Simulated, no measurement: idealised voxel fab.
The following is a process module called voxel ribs on slabs.
Square cells of 5 nm make up the cross-section cut, whose width is 275 nm.
We lay out every cross-section as a grid of square cells and spell it out in bands from the top down, where one band means one or more rows of cells. Band: top height; bottom height; in nm. Then, left to right: material with width in nm, for each material. "everywhere": a single material spanning edge to edge. "blank": empty space. Height 0 is the level under which the wafer as received is all one material. The lowest band goes on downwards, as in "top 0, no bottom". Width: "30 to 40" (first number = top row, second number = bottom row, same change from row to row of cells). "all unchanged" for a step: no cell of the cross-section changed in that step. Empty spaces without an open route to the top, at least 8 cells in extent, make up the entry "closed voids"; each is given as width x height at distance, where the distance is measured from the left edge, and all are in nm. after a step's settings: what the simulator itself notes on the step. overlay nm: for a step with a mask, the amount by which the mask lay right of where it was planned; a negative amount means left of it.

### Steps planned for the process
1: RECEIVE | material Si
2: DIRECTIONAL_DEP | material SiO2 | thk nm 25
3: DIRECTIONAL_DEP | material SiN | thk nm 25
4: PATTERN | tone cover | mask id RIB | material resist | width nm 25 | thk nm 15 | overlay nm 0
5: DIRECTIONAL_ETCH | etch materials SiN | depth nm 20
6: STRIP | etch materials resist
7: MASKED_ETCH | tone cover | mask id SLAB | width nm 85 | etch materials SiN | depth nm 5 | overlay nm 0
8: FILL_DEP | material SiO2 | thk nm 25
9: CMP | height nm 70
10: DIRECTIONAL_DEP | material W | thk nm 5
11: MASKED_ETCH | tone cover | mask id HEATER | width nm 35 | etch materials W | depth nm 5 | overlay nm 0
12: CONFORMAL_DEP | material SiO2 | thk nm 10

### Wafer, first of two, run as planned

### As-received wafer cross-section (after step 1)
> top 0, no bottom = Si everywhere
> closed voids: none

### Step 2 done - wafer cross-section
> top 25, bottom 0 = SiO2 everywhere
> All layers under 0 are left as they were.

### Step 3 done - wafer cross-section
> top 50, bottom 25 = SiN everywhere
> All layers under 25 are left as they were.

### Step 4 done - wafer cross-section
> top 65, bottom 50 = 125 of blank, 25 of resist, 125 of blank
> All layers under 50 are left as they were.

### Step 5 done - wafer cross-section
> top 65, bottom 50 = 125 of blank, 25 of resist, 125 of blank
> top 50, bottom 30 = 125 of blank, 25 of SiN, 125 of blank
> All layers under 30 are left as they were.

### Step 6 done - wafer cross-section
> top 50, bottom 30 = 125 of blank, 25 of SiN, 125 of blank
> All layers under 30 are left as they were.

### Step 7 done - wafer cross-section
> top 50, bottom 30 = 125 of blank, 25 of SiN, 125 of blank
> top 30, bottom 25 = 95 of blank, 85 of SiN, 95 of blank
> All layers under 25 are left as they were.

### Step 8 done - wafer cross-section
> top 75, bottom 50 = SiO2 everywhere
> top 50, bottom 30 = 125 of SiO2, 25 of SiN, 125 of SiO2
> top 30, bottom 25 = 95 of SiO2, 85 of SiN, 95 of SiO2
> All layers under 25 are left as they were.

### Step 9 done - wafer cross-section
> top 70, bottom 50 = SiO2 everywhere
> All layers under 50 are left as they were.

### Step 10 done - wafer cross-section
> top 75, bottom 70 = W everywhere
> All layers under 70 are left as they were.

### Step 11 done - wafer cross-section
> top 75, bottom 70 = 120 of blank, 35 of W, 120 of blank
> All layers under 70 are left as they were.

### Step 12 done - wafer cross-section
> top 85, bottom 80 = 110 of blank, 55 of SiO2, 110 of blank
> top 80, bottom 75 = SiO2 everywhere
> top 75, bottom 70 = 120 of SiO2, 35 of W, 120 of SiO2
> All layers under 70 are left as they were.

### Wafer two of the pair: same origin, same plan, one error during the run; identical to wafer one up to and including step 6

### Second wafer profile in section, at the moment step 7 of the plan was meant to be complete
> top 50, bottom 30 = 125 of blank, 25 of SiN, 125 of blank
> top 30, bottom 25 = 95 of blank, 90 of SiN, 90 of blank
> All layers under 25 are left as they were.

### Second wafer profile in section, at the moment step 8 of the plan was meant to be complete
> top 75, bottom 50 = SiO2 everywhere
> top 50, bottom 30 = 125 of SiO2, 25 of SiN, 125 of SiO2
> top 30, bottom 25 = 95 of SiO2, 90 of SiN, 90 of SiO2
> All layers under 25 are left as they were.

### Second wafer profile in section, at the moment step 9 of the plan was meant to be complete
> top 70, bottom 50 = SiO2 everywhere
> All layers under 50 are left as they were.

### Second wafer profile in section, at the moment step 10 of the plan was meant to be complete
> top 75, bottom 70 = W everywhere
> All layers under 70 are left as they were.

### Second wafer profile in section, at the moment step 11 of the plan was meant to be complete
> top 75, bottom 70 = 120 of blank, 35 of W, 120 of blank
> All layers under 70 are left as they were.

### Second wafer profile in section, at the moment step 12 of the plan was meant to be complete
> top 85, bottom 80 = 110 of blank, 55 of SiO2, 110 of blank
> top 80, bottom 75 = SiO2 everywhere
> top 75, bottom 70 = 120 of SiO2, 35 of W, 120 of SiO2
> All layers under 70 are left as they were.
Where did the run depart from the plan? step 7 was not run as planned; what actually ran was MASKED_ETCH | tone cover | mask id SLAB | width nm 90 | etch materials SiN | depth nm 5 | overlay nm 0
Bottom line after processing is that, in cells, the second wafer is up or down on some materials versus the first: 1 more of SiN, 1 fewer of SiO2
